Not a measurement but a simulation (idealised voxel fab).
Title: Process Module voxel wiring stack
It is cross-section cut that appears here, measuring 155 nm in width, its square cells being 5 nm in size.
In what follows, cross-sections appear as grids of square cells, described through bands that run from the top down, where every band is one or more rows of cells. Top, bottom (nm), then materials left to right with widths (nm); lone material tagged "throughout" fills the whole band edge to edge; "blank" = empty space. Heads up on the height convention: 0 is the point under which the incoming wafer is all one material, and the lowest band has no bottom, it just keeps going down, like "0 -> down". When a width is written as two numbers, as in "30 to 40", the first number is the width in the top row of cells of the band and the second is the width in its bottom row, and the width changes by the same amount from each row to the next. "remained the same" means the step left every cell of the cross-section as it was. In the "Closed void listing" entry, you get each enclosed empty space of 8 cells or more, one with no open way to the top, written width x height at distance, distance from the left edge, in nm. Past the settings on a step's line: simulator remark, on that step. Each step line may optionally specify "overlay nm", which for a step with a mask gives the rightward distance between the mask's planned place and where it lay, a negative value indicating the leftward direction.
Plan
step 1: op RECEIVE | material Si
step 2: op CONFORMAL_DEP | material SiO2 | thk nm 10
step 3: op CONFORMAL_DEP | material SiN | thk nm 5
step 4: op DIRECTIONAL_DEP | material SiO2 | thk nm 15
step 5: op MASKED_ETCH | tone open | mask id METAL_1 | width nm 30 | pitch nm 60 | etch materials SiO2 | depth nm 15 | overlay nm 0
step 6: op MASKED_ETCH | tone open | mask id METAL_1 | width nm 30 | pitch nm 60 | etch materials SiN | depth nm 5 | overlay nm 0
step 7: op CONFORMAL_DEP | material TiN | thk nm 5
step 8: op FILL_DEP | material Ru | thk nm 10
step 9: op CMP | height nm 30
step 10: op CONFORMAL_DEP | material SiCN | thk nm 5
step 11: op DIRECTIONAL_DEP | material lowk | thk nm 15
step 12: op DIRECTIONAL_DEP | material aC | thk nm 10
step 13: op PATTERN | tone open | mask id PLUG_1 | material resist | width nm 15 | thk nm 30 | overlay nm 0
step 14: op DIRECTIONAL_ETCH | etch materials aC | depth nm 10
step 15: op STRIP | etch materials resist
step 16: op DIRECTIONAL_ETCH | etch materials lowk | depth nm 15
step 17: op DIRECTIONAL_ETCH | etch materials SiCN | depth nm 5
step 18: op STRIP | etch materials aC
step 19: op CONFORMAL_DEP | material TiN | thk nm 5
step 20: op FILL_DEP | material Cu | thk nm 5
step 21: op CMP | height nm 50
step 22: op DIRECTIONAL_DEP | material TiN | thk nm 5
step 23: op DIRECTIONAL_DEP | material W | thk nm 25
step 24: op PATTERN | tone cover | mask id METAL_2 | material resist | width nm 30 | pitch nm 60 | thk nm 20 | overlay nm 0
step 25: op DIRECTIONAL_ETCH | etch materials W | depth nm 25
step 26: op DIRECTIONAL_ETCH | etch materials TiN | depth nm 5
step 27: op STRIP | etch materials resist
step 28: op FILL_DEP | material lowk | thk nm 10
step 29: op CMP | height nm 80
step 30: op CONFORMAL_DEP | material SiCN | thk nm 5
step 31: op DIRECTIONAL_DEP | material SiO2 | thk nm 30
step 32: op MASKED_ETCH | tone open | mask id METAL_3_HOLES | width nm 15 | etch materials SiO2 | depth nm 30 | overlay nm 0
step 33: op MASKED_ETCH | tone open | mask id METAL_3 | width nm 30 | pitch nm 60 | etch materials SiO2 | depth nm 20 | overlay nm 0
step 34: op MASKED_ETCH | tone open | mask id METAL_3 | width nm 30 | pitch nm 60 | etch materials SiCN | depth nm 5 | overlay nm 0
step 35: op CONFORMAL_DEP | material TiN | thk nm 5
step 36: op FILL_DEP | material Ru | thk nm 10
step 37: op CMP | height nm 115
step 38: op CONFORMAL_DEP | material SiCN | thk nm 5
step 39: op DIRECTIONAL_DEP | material lowk | thk nm 10
step 40: op PATTERN | tone open | mask id PLUG_3 | material resist | width nm 15 | pitch nm 60 | thk nm 15 | overlay nm 0
step 41: op DIRECTIONAL_ETCH | etch materials lowk | depth nm 10
step 42: op DIRECTIONAL_ETCH | etch materials SiCN | depth nm 5
step 43: op STRIP | etch materials resist
step 44: op EPI | material Ru | thk nm 10
step 45: op EPI | material Ru | thk nm 5
step 46: op CONFORMAL_DEP | material SiCN | thk nm 5
step 47: op DIRECTIONAL_DEP | material lowk | thk nm 20
step 48: op PATTERN | tone open | mask id METAL_4 | material resist | width nm 30 | pitch nm 60 | thk nm 15 | overlay nm 0
step 49: op DIRECTIONAL_ETCH | etch materials lowk | depth nm 20
step 50: op DIRECTIONAL_ETCH | etch materials SiCN | depth nm 5
step 51: op STRIP | etch materials resist
step 52: op CONFORMAL_DEP | material TiN | thk nm 5
step 53: op FILL_DEP | material Cu | thk nm 5
step 54: op CMP | height nm 155
step 55: op CONFORMAL_DEP | material SiCN | thk nm 5
As-received state of the wafer in cross-section, equivalent to post-step 1
- 0 -> down  Si throughout
- Closed void listing: none
Module complete, cross-section. Starting point and plan per above. One mistake made in running the module
- 160 -> 155  SiCN throughout
- 155 -> 150  lowk (30), TiN (5), Cu (20), TiN (5), lowk (30), TiN (5), Cu (20), TiN (5), lowk (35)
- 150 -> 145  SiCN (30), TiN (30), SiCN (30), TiN (30), SiCN (35)
- 145 -> 135  lowk (30), Ru (15), lowk (45), Ru (15), lowk (50)
- 135 -> 130  SiCN (30), Ru (15), SiCN (45), Ru (15), SiCN (50)
- 130 -> 120  Ru throughout
- 120 -> 115  TiN (35), Ru (20), TiN (40), Ru (20), TiN (40)
- 115 -> 100  SiO2 (30), TiN (5), Ru (20), TiN (5), SiO2 (30), TiN (5), Ru (20), TiN (5), SiO2 (35)
- 100 -> 95  SiO2 (30), TiN (5), Ru (5), TiN (20), SiO2 (30), TiN (30), SiO2 (35)
- 95 -> 85  SiO2 (30), TiN (5), Ru (5), TiN (5), SiO2 (110)
- 85 -> 80  SiCN (30), TiN (15), SiCN (110)
- 80 -> 55  lowk (30), W (30), lowk (30), W (30), lowk (35)
- 55 -> 50  lowk (30), TiN (30), lowk (30), TiN (30), lowk (35)
- 50 -> 35  lowk (30), TiN (5), Cu (5), TiN (5), lowk (110)
- 35 -> 30  SiCN (30), TiN (15), SiCN (110)
- 30 -> 15  SiO2 (30), TiN (5), Ru (20), TiN (5), SiO2 (30), TiN (5), Ru (20), TiN (5), SiO2 (35)
- 15 -> 10  SiN (30), TiN (30), SiN (30), TiN (30), SiN (35)
- 10 -> 0  SiO2 throughout
- 0 -> down  Si throughout
- Closed void listing: none
The plan and the run diverged here: it should be noted that step 37 of the plan was omitted and was not performed
